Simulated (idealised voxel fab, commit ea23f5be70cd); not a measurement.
This is a process module. Its name is voxel ribs on slabs.
Cross-section cut: width 285 nm, square cells of 5 nm.
Square cells in a grid make up a cross-section in this document, and the grid is given as bands, listed from the top down, each one or more rows of cells.
Within each band entry, the heights of the top and of the bottom of the band appear first, in that order and in nm; the materials of the band then follow from left to right, each with its corresponding width in nm. The designation "everywhere" on a single material indicates that it fills the band from edge to edge; the designation "empty" indicates empty space.
Heads up on the height convention: 0 is the point under which the incoming wafer is all one material, and the lowest band has no bottom, it just keeps going down, like "0 down".
Width spec "30..40" -> top row of cells at first value, bottom row at second value, equal per-row change in between.
Step note "changes: none" = no cross-section cell changed.
The list in "Fully closed voids" covers empty spaces of 8 cells or more that cannot reach the top through any open way, and it gives each as width x height at distance; the distance is from the left edge, and width, height and distance are in nm.
Where a step's line continues beyond its settings, the continuation is a remark by the simulator itself on that step.
On any step carrying a mask, the "overlay nm" setting, if present on the step's line, tells how far right of its planned place the mask lay; negative values point to the left.

# Process steps - plan
| 1 | RECEIVE: material Si |
| 2 | DIRECTIONAL_DEP: material SiO2, thk nm 20 |
| 3 | DIRECTIONAL_DEP: material SiN, thk nm 20 |
| 4 | MASKED_ETCH: tone cover, mask id RIB, width nm 20, etch materials SiN, depth nm 10, overlay nm 0 |
| 5 | PATTERN: tone cover, mask id SLAB, material resist, width nm 60, thk nm 20, overlay nm 0 |
| 6 | DIRECTIONAL_ETCH: etch materials SiN, depth nm 10 |
| 7 | STRIP: etch materials resist |
| 8 | FILL_DEP: material SiO2, thk nm 20 |
| 9 | CMP: height nm 55 |
| 10 | DIRECTIONAL_DEP: material W, thk nm 10 |
| 11 | MASKED_ETCH: tone cover, mask id HEATER, width nm 30, etch materials W, depth nm 10, overlay nm 0 |
| 12 | CONFORMAL_DEP: material SiO2, thk nm 10 |

# So this is the incoming wafer in cross-section - it's already been through step 1
> 0 down: Si everywhere
> Fully closed voids: none

# End-of-module cross-section. Starting structure and process plan as above; one mistake made in running it
> 75 to 65: SiO2 135 nm; empty 10 nm; SiO2 140 nm
> 65 to 55: W 125 nm; SiO2 30 nm; W 130 nm
> 55 to 40: SiO2 everywhere
> 40 to 30: SiO2 130 nm; SiN 20 nm; SiO2 135 nm
> 30 to 20: SiO2 110 nm; SiN 60 nm; SiO2 115 nm
> 20 to 0: SiO2 everywhere
> 0 down: Si everywhere
> Fully closed voids: none
Error vs. plan: step 11 ran differently from the plan; actual operation with settings: MASKED_ETCH: tone open, mask id HEATER, width nm 30, etch materials W, depth nm 10, overlay nm 0
